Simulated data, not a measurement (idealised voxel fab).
Name of the process module below: voxel self aligned contacts
It is cross-section cut that appears here, measuring 300 nm in width, its square cells being 5 nm in size.
Cross-section, as written here: a square-cell grid given band by band from the top down, where a band holds one or more rows of cells.
A band entry consists of two parts. The first gives the height of the band's top and the height of its bottom, in nm. The rest lists the band's materials from left to right, each with its width in nm. A single material labelled with the word "throughout" fills the band from edge to edge, and the word "blank" marks empty space.
Where do heights start? At 0: under that level the wafer as delivered is made of one material only. And the lowest band has no floor; it just carries on downward, as in "0 nm and below".
Width: "30->40" (first number = top row, second number = bottom row, same change from row to row of cells).
When a step is marked "left unchanged", none of the cells in the cross-section changed during that step.
Any empty space of 8 cells or more lacking an open way to the top shows up in "Entrapped voids" as width x height at distance, distance from the left edge, in nm.
Whatever follows a step's settings on its line is a remark the simulator itself makes about that step.
overlay nm: mask right of planned place by this much (step with mask). Neg. = left.
[List of planned process steps]
- 1: RECEIVE, material Si
- 2: OXIDIZE, depth nm 5
- 3: DIRECTIONAL_DEP, material polySi, thk nm 30
- 4: DIRECTIONAL_DEP, material SiN, thk nm 20
- 5: DIRECTIONAL_DEP, material aC, thk nm 10
- 6: PATTERN, tone cover, mask id GATE, material resist, width nm 30, pitch nm 65, thk nm 30, overlay nm 0
- 7: DIRECTIONAL_ETCH, etch materials aC, depth nm 10
- 8: STRIP, etch materials resist
- 9: DIRECTIONAL_ETCH, etch materials SiN, depth nm 20
- 10: DIRECTIONAL_ETCH, etch materials polySi, depth nm 30
- 11: STRIP, etch materials aC
- 12: CONFORMAL_DEP, material SiN, thk nm 5
- 13: DIRECTIONAL_ETCH, etch materials SiN, depth nm 5
- 14: FILL_DEP, material SiO2, thk nm 10
- 15: CMP, height nm 55
- 16: MASKED_ETCH, tone open, mask id CONTACT, width nm 45, pitch nm 65, etch materials SiO2, depth nm 60, overlay nm 0
- 17: CONFORMAL_DEP, material TiN, thk nm 5
- 18: FILL_DEP, material Ru, thk nm 10
- 19: CMP, height nm 55
- 20: CONFORMAL_DEP, material SiN, thk nm 5
[Cross-sectional view of the wafer in its as-received condition, corresponding to the state after step 1]
> 0 nm and below | Si throughout
> Entrapped voids: none
[This is how the wafer looks in cross-section once the module is done, given the starting state and plan above and one mistake in carrying the plan out]
> 75 nm to 70 nm | SiN throughout
> 70 nm to 60 nm | Ru throughout
> 60 nm to 55 nm | 100 TiN, then 35 Ru, then 30 TiN, then 35 Ru, then 100 TiN
> 55 nm to 50 nm | 95 SiO2, then 15 TiN, then 15 Ru, then 15 TiN, then 20 SiO2, then 15 TiN, then 15 Ru, then 15 TiN, then 95 SiO2
> 50 nm to 30 nm | 65 SiO2, then 40 SiN, then 5 TiN, then 15 Ru, then 5 TiN, then 40 SiN, then 5 TiN, then 15 Ru, then 5 TiN, then 40 SiN, then 65 SiO2
> 30 nm to 0 nm | 65 SiO2, then 5 SiN, then 30 polySi, then 5 SiN, then 5 TiN, then 15 Ru, then 5 TiN, then 5 SiN, then 30 polySi, then 5 SiN, then 5 TiN, then 15 Ru, then 5 TiN, then 5 SiN, then 30 polySi, then 5 SiN, then 65 SiO2
> 0 nm to -5 nm | 105 SiO2, then 25 TiN, then 40 SiO2, then 25 TiN, then 105 SiO2
> -5 nm and below | Si throughout
> Entrapped voids: none
The plan and the run diverged here: plan step 19 skipped
